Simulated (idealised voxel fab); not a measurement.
Proc. module: voxel transistor to metal
Pictured: cross-section cut, 165 nm wide, on a grid of 5 nm square cells.
When this document writes out a cross-section, it uses a grid of square cells and lists it as bands, beginning at the top and moving down, with a band standing for one or more rows of cells. The entry gives the band's vertical extent as a top height and a bottom height in nm, then its horizontal make-up as materials from left to right, each with a width in nm. "empty" stands for empty space; a single material marked "throughout" fills the band edge to edge. Note: height 0 marks the level under which the wafer is uniformly one material as received. Lowest band unbounded below, written "0 and below". Graded width ("30..40"): value in top row of band = first number; value in bottom row = second number; row-to-row change constant. Key: "nothing different" - step with no changed cell in the cross-section. Closed-off voids of 8+ cells (no open route to the top) go in "Voids, sealed", written width x height at distance from the left edge, in nm. Anything after a step's settings on that line? It's the simulator's own note about the step. overlay nm: on a step with a mask, how far right of its planned place the mask lay; negative means left.
The steps planned for the process are as follows
step 1: RECEIVE, material Si
step 2: OXIDIZE, depth nm 5
step 3: CONFORMAL_DEP, material SiN, thk nm 10
step 4: MASKED_ETCH, tone cover, mask id ACTIVE, width nm 110, etch materials SiN, depth nm 10, overlay nm 0
step 5: MASKED_ETCH, tone cover, mask id ACTIVE, width nm 110, etch materials SiO2, depth nm 5, overlay nm 0
step 6: MASKED_ETCH, tone cover, mask id ACTIVE, width nm 110, etch materials Si, depth nm 25, overlay nm 0
step 7: OXIDIZE, depth nm 5
step 8: FILL_DEP, material SiO2, thk nm 15
step 9: CMP, height nm 10
step 10: SELECTIVE_ETCH, etch materials SiO2, depth nm 5
step 11: STRIP, etch materials SiN
step 12: SELECTIVE_ETCH, etch materials SiO2, depth nm 5
step 13: OXIDIZE, depth nm 5
step 14: DIRECTIONAL_DEP, material polySi, thk nm 30
step 15: DIRECTIONAL_DEP, material SiCN, thk nm 15
step 16: PATTERN, tone cover, mask id GATE, material resist, width nm 30, thk nm 15, overlay nm 0
step 17: DIRECTIONAL_ETCH, etch materials SiCN, depth nm 25
step 18: DIRECTIONAL_ETCH, etch materials polySi, depth nm 40
step 19: STRIP, etch materials resist
step 20: CONFORMAL_DEP, material SiO2, thk nm 5
step 21: DIRECTIONAL_ETCH, etch materials SiO2, depth nm 5
step 22: CONFORMAL_DEP, material SiN, thk nm 10
step 23: DIRECTIONAL_ETCH, etch materials SiN, depth nm 10
step 24: DIRECTIONAL_ETCH, etch materials SiO2, depth nm 5
step 25: DIRECTIONAL_ETCH, etch materials Si, depth nm 5
step 26: EPI, material pSi, thk nm 10
step 27: FILL_DEP, material SiO2, thk nm 10
step 28: CMP, height nm 25
step 29: STRIP, etch materials polySi
step 30: SELECTIVE_ETCH, etch materials SiO2, depth nm 5
step 31: CONFORMAL_DEP, material HfO2, thk nm 5
step 32: CONFORMAL_DEP, material TiN, thk nm 5
step 33: FILL_DEP, material W, thk nm 5
step 34: CMP, height nm 20
step 35: DIRECTIONAL_DEP, material SiO2, thk nm 10
step 36: PATTERN, tone open, mask id CONTACT, material resist, width nm 15, pitch nm 75, thk nm 20, overlay nm 0
step 37: DIRECTIONAL_ETCH, etch materials SiO2, depth nm 30
step 38: STRIP, etch materials resist
step 39: CONFORMAL_DEP, material TiN, thk nm 5
step 40: FILL_DEP, material Ru, thk nm 10
step 41: CMP, height nm 30
step 42: DIRECTIONAL_DEP, material TiN, thk nm 5
step 43: DIRECTIONAL_DEP, material W, thk nm 15
step 44: PATTERN, tone cover, mask id METAL_1, material resist, width nm 15, pitch nm 75, thk nm 20, overlay nm 0
step 45: DIRECTIONAL_ETCH, etch materials W, depth nm 15
step 46: DIRECTIONAL_ETCH, etch materials TiN, depth nm 5
step 47: STRIP, etch materials resist
step 48: FILL_DEP, material lowk, thk nm 5
step 49: CMP, height nm 50
step 50: CONFORMAL_DEP, material SiCN, thk nm 5
Wafer as received: cross-section following step 1
0 and below: Si throughout
Voids, sealed: none
Cross-sectional image of the first of two wafers at the end of the module, the run having proceeded as planned
55 down to 50: SiCN throughout
50 down to 35: 35 nm lowk, 15 nm W, 60 nm lowk, 15 nm W, 40 nm lowk
35 down to 30: 35 nm lowk, 15 nm TiN, 60 nm lowk, 15 nm TiN, 40 nm lowk
30 down to 20: 35 nm SiO2, 5 nm TiN, 5 nm Ru, 5 nm TiN, 60 nm SiO2, 5 nm TiN, 5 nm Ru, 5 nm TiN, 40 nm SiO2
20 down to 5: 35 nm SiO2, 5 nm TiN, 5 nm Ru, 5 nm TiN, 10 nm SiN, 5 nm HfO2, 5 nm TiN, 20 nm W, 5 nm TiN, 5 nm HfO2, 10 nm SiN, 5 nm TiN, 5 nm Ru, 5 nm TiN, 40 nm SiO2
5 down to 0: 35 nm SiO2, 15 nm TiN, 10 nm SiN, 5 nm HfO2, 5 nm TiN, 20 nm W, 5 nm TiN, 5 nm HfO2, 10 nm SiN, 15 nm TiN, 40 nm SiO2
0 down to -5: 25 nm SiO2, 10 nm SiN, 15 nm pSi, 10 nm SiN, 5 nm HfO2, 30 nm TiN, 5 nm HfO2, 10 nm SiN, 15 nm pSi, 10 nm SiN, 30 nm SiO2
-5 down to -10: 35 nm SiO2, 15 nm pSi, 10 nm SiO2, 40 nm HfO2, 10 nm SiO2, 15 nm pSi, 40 nm SiO2
-10 down to -15: 30 nm SiO2, 5 nm Si, 15 nm pSi, 60 nm Si, 15 nm pSi, 5 nm Si, 35 nm SiO2
-15 down to -35: 30 nm SiO2, 100 nm Si, 35 nm SiO2
-35 and below: Si throughout
Voids, sealed: none
Cross-sectional image of the second wafer of the two following completion of the module. Starting state and process plan were the same as for the first wafer; one execution error occurred
55 down to 50: SiCN throughout
50 down to 35: 35 nm lowk, 15 nm W, 60 nm lowk, 15 nm W, 40 nm lowk
35 down to 30: 35 nm lowk, 15 nm TiN, 60 nm lowk, 15 nm TiN, 40 nm lowk
30 down to 20: 35 nm SiO2, 5 nm TiN, 5 nm Ru, 5 nm TiN, 60 nm SiO2, 5 nm TiN, 5 nm Ru, 5 nm TiN, 40 nm SiO2
20 down to 5: 35 nm SiO2, 5 nm TiN, 5 nm Ru, 5 nm TiN, 10 nm SiO2, 5 nm HfO2, 5 nm TiN, 20 nm W, 5 nm TiN, 5 nm HfO2, 10 nm SiO2, 5 nm TiN, 5 nm Ru, 5 nm TiN, 40 nm SiO2
5 down to 0: 35 nm SiO2, 15 nm TiN, 10 nm SiO2, 5 nm HfO2, 5 nm TiN, 20 nm W, 5 nm TiN, 5 nm HfO2, 10 nm SiO2, 15 nm TiN, 40 nm SiO2
0 down to -5: 50 nm SiO2, 10 nm pSi, 5 nm HfO2, 30 nm TiN, 5 nm HfO2, 10 nm pSi, 55 nm SiO2
-5 down to -10: 25 nm SiO2, 35 nm pSi, 40 nm HfO2, 35 nm pSi, 30 nm SiO2
-10 down to -15: 30 nm SiO2, 30 nm pSi, 40 nm Si, 30 nm pSi, 35 nm SiO2
-15 down to -35: 30 nm SiO2, 100 nm Si, 35 nm SiO2
-35 and below: Si throughout
Voids, sealed: none
What was done differently from what was planned? step 22 in the plan did not get run; it was skipped
The second wafer ends with more or fewer cells of some materials than the first, per final count: Si -6 | SiN -24 | SiO2 +18 | pSi +12
